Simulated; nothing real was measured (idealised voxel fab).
Presented below is a process module, voxel transistor to metal.
Section cut is 160 nm wide and gridded with 5 nm square cells.
If you're reading a cross-section in this doc, picture square cells in a grid; it comes to you as bands, top ones listed first down to the bottom, and a band can be one or more rows of cells.
Band: top height; bottom height; in nm. Then, left to right: material with width in nm, for each material. "all across": a single material spanning edge to edge. "empty": empty space.
Beneath 0, the wafer as received is one material, and that level is where height counting begins. The lowest band goes on downward without a bottom; it is written like "0 -> down".
Top row gets the first number, bottom row gets the second, and each row in between changes by the same step: that is how a band width like "30->40" works.
Take "no modifications" at face value: in the step it is given for, the cross-section changed in none of its cells.
The label "Sealed void list" introduces a list of the empty spaces, 8 cells or larger, that have no open way up to the top; each entry in it reads width x height at distance, where the distance is taken from the left edge and all three are stated in nm.
Note: text after step settings on the step line = simulator remark on that step.
Among the settings permitted on a step's line is "overlay nm"; applied to a step with a mask, it specifies the extent to which the mask lay to the right of its planned position, whereas a negative figure signifies a position to the left.
### plan
1: RECEIVE (material Si)
2: CONFORMAL_DEP (material SiO2; thk nm 5)
3: CONFORMAL_DEP (material SiN; thk nm 10)
4: MASKED_ETCH (tone cover; mask id ACTIVE; width nm 115; etch materials SiN; depth nm 10; overlay nm 0)
5: MASKED_ETCH (tone cover; mask id ACTIVE; width nm 115; etch materials SiO2; depth nm 5; overlay nm 0)
6: MASKED_ETCH (tone cover; mask id ACTIVE; width nm 115; etch materials Si; depth nm 30; overlay nm 0)
7: OXIDIZE (depth nm 5)
8: FILL_DEP (material SiO2; thk nm 15)
9: CMP (height nm 15)
10: SELECTIVE_ETCH (etch materials SiO2; depth nm 10)
11: STRIP (etch materials SiN)
12: SELECTIVE_ETCH (etch materials SiO2; depth nm 5)
13: OXIDIZE (depth nm 5)
14: DIRECTIONAL_DEP (material polySi; thk nm 25)
15: DIRECTIONAL_DEP (material SiCN; thk nm 10)
16: PATTERN (tone cover; mask id GATE; material resist; width nm 25; thk nm 20; overlay nm 0)
17: DIRECTIONAL_ETCH (etch materials SiCN; depth nm 20)
18: DIRECTIONAL_ETCH (etch materials polySi; depth nm 35)
19: STRIP (etch materials resist)
20: CONFORMAL_DEP (material SiO2; thk nm 5)
21: DIRECTIONAL_ETCH (etch materials SiO2; depth nm 5)
22: CONFORMAL_DEP (material SiN; thk nm 5)
23: DIRECTIONAL_ETCH (etch materials SiN; depth nm 5)
24: DIRECTIONAL_ETCH (etch materials SiO2; depth nm 5)
25: EPI (material pSi; thk nm 5)
26: FILL_DEP (material SiO2; thk nm 10)
27: CMP (height nm 35)
28: DIRECTIONAL_DEP (material SiO2; thk nm 10)
29: MASKED_ETCH (tone open; mask id CONTACT; width nm 35; pitch nm 70; etch materials SiO2; depth nm 45; overlay nm 0)
30: CONFORMAL_DEP (material TiN; thk nm 5)
31: FILL_DEP (material Ru; thk nm 10)
32: CMP (height nm 45)
33: CONFORMAL_DEP (material SiN; thk nm 5)
34: DIRECTIONAL_DEP (material lowk; thk nm 20)
35: PATTERN (tone open; mask id METAL_1; material resist; width nm 20; pitch nm 85; thk nm 20; overlay nm 0)
36: DIRECTIONAL_ETCH (etch materials lowk; depth nm 20)
37: DIRECTIONAL_ETCH (etch materials SiN; depth nm 5)
38: STRIP (etch materials resist)
39: CONFORMAL_DEP (material TiN; thk nm 5)
40: FILL_DEP (material W; thk nm 5)
41: CMP (height nm 70)
42: EPI (material Ru; thk nm 5)
43: FILL_DEP (material SiCN; thk nm 5)
### So this is the incoming wafer in cross-section - it's already been through step 1
    0 -> down = Si all across
    Sealed void list: none
### End-of-module cross-section of the first of two wafers, processed as planned
    80 -> 75 = SiCN all across
    75 -> 70 = SiCN: 20 | Ru: 30 | SiCN: 55 | Ru: 30 | SiCN: 25
    70 -> 50 = lowk: 25 | TiN: 5 | W: 10 | TiN: 5 | lowk: 65 | TiN: 5 | W: 10 | TiN: 5 | lowk: 30
    50 -> 45 = SiN: 25 | TiN: 20 | SiN: 65 | TiN: 20 | SiN: 30
    45 -> 35 = SiO2: 25 | TiN: 5 | Ru: 25->20 | TiN: 5->10 | SiO2: 35 | TiN: 5->10 | Ru: 25->20 | TiN: 5 | SiO2: 30
    35 -> 25 = SiO2: 25 | TiN: 5 | Ru: 20 | TiN: 5 | SiN: 5 | SiO2: 5 | SiCN: 25 | SiO2: 5 | SiN: 5 | TiN: 5 | Ru: 20 | TiN: 5 | SiO2: 30
    25 -> 5 = SiO2: 25 | TiN: 5 | Ru: 20 | TiN: 5 | SiN: 5 | SiO2: 5 | polySi: 25 | SiO2: 5 | SiN: 5 | TiN: 5 | Ru: 20 | TiN: 5 | SiO2: 30
    5 -> 0 = SiO2: 25 | TiN: 30 | SiN: 5 | SiO2: 5 | polySi: 25 | SiO2: 5 | SiN: 5 | TiN: 30 | SiO2: 30
    0 -> -5 = SiO2: 20 | pSi: 35 | SiO2: 45 | pSi: 35 | SiO2: 25
    -5 -> -35 = SiO2: 25 | Si: 105 | SiO2: 30
    -35 -> down = Si all across
    Sealed void list: none
### End of module, second wafer, cross-section. Started like the first, planned like the first, run with one mistake
    80 -> 75 = SiCN all across
    75 -> 70 = SiCN: 20 | Ru: 30 | SiCN: 55 | Ru: 30 | SiCN: 25
    70 -> 50 = lowk: 25 | TiN: 5 | W: 10 | TiN: 5 | lowk: 65 | TiN: 5 | W: 10 | TiN: 5 | lowk: 30
    50 -> 45 = SiN: 25 | TiN: 20 | SiN: 65 | TiN: 20 | SiN: 30
    45 -> 35 = SiO2: 25 | TiN: 5 | Ru: 25->20 | TiN: 5->10 | SiO2: 35 | TiN: 5->10 | Ru: 25->20 | TiN: 5 | SiO2: 30
    35 -> 25 = SiO2: 25 | TiN: 5 | Ru: 20 | TiN: 5 | SiN: 5 | SiO2: 5 | SiCN: 25 | SiO2: 5 | SiN: 5 | TiN: 5 | Ru: 20 | TiN: 5 | SiO2: 30
    25 -> 5 = SiO2: 25 | TiN: 5 | Ru: 20 | TiN: 5 | SiN: 5 | SiO2: 5 | polySi: 25 | SiO2: 5 | SiN: 5 | TiN: 5 | Ru: 20 | TiN: 5 | SiO2: 30
    5 -> 0 = SiO2: 25 | TiN: 30 | SiN: 5 | SiO2: 5 | polySi: 25 | SiO2: 5 | SiN: 5 | TiN: 30 | SiO2: 30
    0 -> -5 = SiO2: 20 | pSi: 35 | SiO2: 45 | pSi: 35 | SiO2: 25
    -5 -> -65 = SiO2: 25 | Si: 105 | SiO2: 30
    -65 -> down = Si all across
    Sealed void list: none
Plan not followed: yeah, plan step 6 got run twice
FYI, end of process, the second wafer has more or fewer cells of some materials than the first: -66 Si; +66 SiO2
